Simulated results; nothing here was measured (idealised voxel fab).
voxel trench capacitor: a process module
This is section cut - it's 290 nm across, gridded in 5 nm square cells.
A cross-section is a grid of square cells, given in bands from the top down. A band is one or more rows of cells. Quick guide to a band line: top height, bottom height (nm) up front; then every material left to right with its width in nm. Only one material and it's marked "full width"? Then it fills the band edge to edge. And "empty" just means empty space. Note: height 0 marks the level under which the wafer is uniformly one material as received. Lowest band unbounded below, written "0 -> down". Width spec "30..40" -> top row of cells at first value, bottom row at second value, equal per-row change in between. When a step is marked "all unchanged", none of the cells in the cross-section changed during that step. What "Enclosed cavities" gives you is every empty space of 8 cells or more that is cut off from the top. Each appears as width x height at distance, with the distance taken from the left edge and width, height and distance all in nm. Anything after a step's settings on that line? It's the simulator's own note about the step. "overlay nm" on a masked step: distance the mask lay right of its planned place, negative for left.

Here's what the planned process steps look like:
- 1: RECEIVE,material Si
- 2: CONFORMAL_DEP,material SiN,thk nm 10
- 3: PATTERN,tone open,mask id TRENCH,material resist,width nm 15,pitch nm 35,thk nm 15,overlay nm 0
- 4: DIRECTIONAL_ETCH,etch materials SiN,depth nm 10
- 5: DIRECTIONAL_ETCH,etch materials Si,depth nm 25
- 6: STRIP,etch materials resist
- 7: CONFORMAL_DEP,material Al2O3,thk nm 5
- 8: FILL_DEP,material polySi,thk nm 10
- 9: CMP,height nm 10

So, the first of our two wafers, run just as we planned it:

Cross-section of the wafer upon arrival, representing the state reached after step 1:
	0 -> down | Si full width
	Enclosed cavities: none

Cross-section of the wafer subsequent to step 2:
	10 -> 0 | SiN full width
	Anything lower than 0 is untouched.

Cross-section of the wafer subsequent to step 3:
	25 -> 10 | 100 of resist / 15 of empty / 20 of resist / 15 of empty / 20 of resist / 15 of empty / 105 of resist
	Anything lower than 10 is untouched.

Cross-section of the wafer subsequent to step 4:
	25 -> 10 | 100 of resist / 15 of empty / 20 of resist / 15 of empty / 20 of resist / 15 of empty / 105 of resist
	10 -> 0 | 100 of SiN / 15 of empty / 20 of SiN / 15 of empty / 20 of SiN / 15 of empty / 105 of SiN
	Anything lower than 0 is untouched.

Cross-section of the wafer subsequent to step 5:
	25 -> 10 | 100 of resist / 15 of empty / 20 of resist / 15 of empty / 20 of resist / 15 of empty / 105 of resist
	10 -> 0 | 100 of SiN / 15 of empty / 20 of SiN / 15 of empty / 20 of SiN / 15 of empty / 105 of SiN
	0 -> -25 | 100 of Si / 15 of empty / 20 of Si / 15 of empty / 20 of Si / 15 of empty / 105 of Si
	Anything lower than -25 is untouched.

Cross-section of the wafer subsequent to step 6:
	10 -> 0 | 100 of SiN / 15 of empty / 20 of SiN / 15 of empty / 20 of SiN / 15 of empty / 105 of SiN
	Anything lower than 0 is untouched.

Cross-section of the wafer subsequent to step 7:
	15 -> 10 | 105 of Al2O3 / 5 of empty / 30 of Al2O3 / 5 of empty / 30 of Al2O3 / 5 of empty / 110 of Al2O3
	10 -> 0 | 100 of SiN / 5 of Al2O3 / 5 of empty / 5 of Al2O3 / 20 of SiN / 5 of Al2O3 / 5 of empty / 5 of Al2O3 / 20 of SiN / 5 of Al2O3 / 5 of empty / 5 of Al2O3 / 105 of SiN
	0 -> -20 | 100 of Si / 5 of Al2O3 / 5 of empty / 5 of Al2O3 / 20 of Si / 5 of Al2O3 / 5 of empty / 5 of Al2O3 / 20 of Si / 5 of Al2O3 / 5 of empty / 5 of Al2O3 / 105 of Si
	-20 -> -25 | 100 of Si / 15 of Al2O3 / 20 of Si / 15 of Al2O3 / 20 of Si / 15 of Al2O3 / 105 of Si
	Anything lower than -25 is untouched.

Cross-section of the wafer subsequent to step 8:
	25 -> 15 | polySi full width
	15 -> 10 | 105 of Al2O3 / 5 of polySi / 30 of Al2O3 / 5 of polySi / 30 of Al2O3 / 5 of polySi / 110 of Al2O3
	10 -> 0 | 100 of SiN / 5 of Al2O3 / 5 of polySi / 5 of Al2O3 / 20 of SiN / 5 of Al2O3 / 5 of polySi / 5 of Al2O3 / 20 of SiN / 5 of Al2O3 / 5 of polySi / 5 of Al2O3 / 105 of SiN
	0 -> -20 | 100 of Si / 5 of Al2O3 / 5 of polySi / 5 of Al2O3 / 20 of Si / 5 of Al2O3 / 5 of polySi / 5 of Al2O3 / 20 of Si / 5 of Al2O3 / 5 of polySi / 5 of Al2O3 / 105 of Si
	Anything lower than -20 is untouched.

Cross-section of the wafer subsequent to step 9:
	10 -> 0 | 100 of SiN / 5 of Al2O3 / 5 of polySi / 5 of Al2O3 / 20 of SiN / 5 of Al2O3 / 5 of polySi / 5 of Al2O3 / 20 of SiN / 5 of Al2O3 / 5 of polySi / 5 of Al2O3 / 105 of SiN
	Anything lower than 0 is untouched.

Wafer two. Same start, same plan, one slip in execution. Same as wafer one through step 4, inclusive:

Second wafer: cross-section at the scheduled end of step 5:
	10 -> 0 | 100 of SiN / 15 of empty / 20 of SiN / 15 of empty / 20 of SiN / 15 of empty / 105 of SiN
	Anything lower than 0 is untouched.

Second wafer: cross-section at the scheduled end of step 6:
	10 -> 0 | 100 of SiN / 15 of empty / 20 of SiN / 15 of empty / 20 of SiN / 15 of empty / 105 of SiN
	0 -> -25 | 100 of Si / 15 of empty / 20 of Si / 15 of empty / 20 of Si / 15 of empty / 105 of Si
	Anything lower than -25 is untouched.

Second wafer: cross-section at the scheduled end of step 7:
	15 -> 10 | 105 of Al2O3 / 5 of empty / 30 of Al2O3 / 5 of empty / 30 of Al2O3 / 5 of empty / 110 of Al2O3
	10 -> 0 | 100 of SiN / 5 of Al2O3 / 5 of empty / 5 of Al2O3 / 20 of SiN / 5 of Al2O3 / 5 of empty / 5 of Al2O3 / 20 of SiN / 5 of Al2O3 / 5 of empty / 5 of Al2O3 / 105 of SiN
	0 -> -20 | 100 of Si / 5 of Al2O3 / 5 of empty / 5 of Al2O3 / 20 of Si / 5 of Al2O3 / 5 of empty / 5 of Al2O3 / 20 of Si / 5 of Al2O3 / 5 of empty / 5 of Al2O3 / 105 of Si
	-20 -> -25 | 100 of Si / 15 of Al2O3 / 20 of Si / 15 of Al2O3 / 20 of Si / 15 of Al2O3 / 105 of Si
	Anything lower than -25 is untouched.

Second wafer: cross-section at the scheduled end of step 8:
	25 -> 15 | polySi full width
	15 -> 10 | 105 of Al2O3 / 5 of polySi / 30 of Al2O3 / 5 of polySi / 30 of Al2O3 / 5 of polySi / 110 of Al2O3
	10 -> 0 | 100 of SiN / 5 of Al2O3 / 5 of polySi / 5 of Al2O3 / 20 of SiN / 5 of Al2O3 / 5 of polySi / 5 of Al2O3 / 20 of SiN / 5 of Al2O3 / 5 of polySi / 5 of Al2O3 / 105 of SiN
	0 -> -20 | 100 of Si / 5 of Al2O3 / 5 of polySi / 5 of Al2O3 / 20 of Si / 5 of Al2O3 / 5 of polySi / 5 of Al2O3 / 20 of Si / 5 of Al2O3 / 5 of polySi / 5 of Al2O3 / 105 of Si
	Anything lower than -20 is untouched.

Second wafer: cross-section at the scheduled end of step 9:
	10 -> 0 | 100 of SiN / 5 of Al2O3 / 5 of polySi / 5 of Al2O3 / 20 of SiN / 5 of Al2O3 / 5 of polySi / 5 of Al2O3 / 20 of SiN / 5 of Al2O3 / 5 of polySi / 5 of Al2O3 / 105 of SiN
	Anything lower than 0 is untouched.
Here's what went sideways: note: step 5 <-> step 6, run order reversed vs plan
The two wafers come out with the same cross-section, meaning that, for this model, the mistake has no consequence in the computed result.
